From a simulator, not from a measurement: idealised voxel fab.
Process module in this document: voxel plated lines
The width of the displayed cross-section, cut, is 195 nm; its cells are square, with a size of 5 nm.
Cross-section spec: square-cell grid; bands listed top down; each band is one or more rows.
A band entry consists of two parts. The first gives the height of the band's top and the height of its bottom, in nm. The rest lists the band's materials from left to right, each with its width in nm. A single material labelled with the word "full width" fills the band from edge to edge, and the word "empty" marks empty space.
Zero point of the height axis is 0; under it, received wafer = one material. Lowest band: continues down indefinitely, "0 and below".
So if you see something like "30 to 40" for the width, read it as the top row of the band sitting at the first number and the bottom row at the second, with every row in between moving by the same amount as the last.
Take "all unchanged" at face value: in the step it is given for, the cross-section changed in none of its cells.
"Sealed void listing" lists enclosed empty spaces (at least 8 cells, no open path upward to the top), each as width x height at distance from the left edge, in nm.
Heads up: the bit after the settings on a step's line is the simulator's remark on that step.
"overlay nm", when on a step's line for a step with a mask, measures how far to the right of its planned place the mask lay; a negative measure means to the left.

The planned process steps are enumerated hereunder
1 RECEIVE with material Si
2 CONFORMAL_DEP with material SiN, thk nm 10
3 DIRECTIONAL_DEP with material TiN, thk nm 5
4 PATTERN with tone open, mask id LINES, material resist, width nm 20, pitch nm 40, thk nm 15, overlay nm 0
5 EPI with material Ru, thk nm 5
6 STRIP with etch materials resist
7 DIRECTIONAL_ETCH with etch materials TiN, depth nm 5
8 CONFORMAL_DEP with material SiCN, thk nm 10

Here's what the wafer looked like in cross-section when it arrived - that's after step 1
  0 and below | Si full width
  Sealed void listing: none

Wafer cross-section at module end: first of two, run to plan
  30 down to 20 | empty: 35 / SiCN: 120 / empty: 40
  20 down to 15 | SiCN: 45 / Ru: 20 / SiCN: 20 / Ru: 20 / SiCN: 20 / Ru: 20 / SiCN: 50
  15 down to 10 | SiCN: 45 / TiN: 20 / SiCN: 20 / TiN: 20 / SiCN: 20 / TiN: 20 / SiCN: 50
  10 down to 0 | SiN full width
  0 and below | Si full width
  Sealed void listing: none

End-of-module cross-section of the second wafer: identical starting point and process plan to the first, with one processing mistake
  30 down to 20 | SiCN full width
  20 down to 15 | Ru: 45 / SiCN: 20 / Ru: 20 / SiCN: 20 / Ru: 20 / SiCN: 20 / Ru: 50
  15 down to 10 | TiN: 45 / SiCN: 20 / TiN: 20 / SiCN: 20 / TiN: 20 / SiCN: 20 / TiN: 50
  10 down to 0 | SiN full width
  0 and below | Si full width
  Sealed void listing: none
What was done differently from what was planned? step 4 went in with a setting other than planned; the actual run was PATTERN with tone cover, mask id LINES, material resist, width nm 20, pitch nm 40, thk nm 15, overlay nm 0
End check, counted in cells, second wafer has more or fewer of these materials than the first: 15 more of Ru, 15 more of TiN
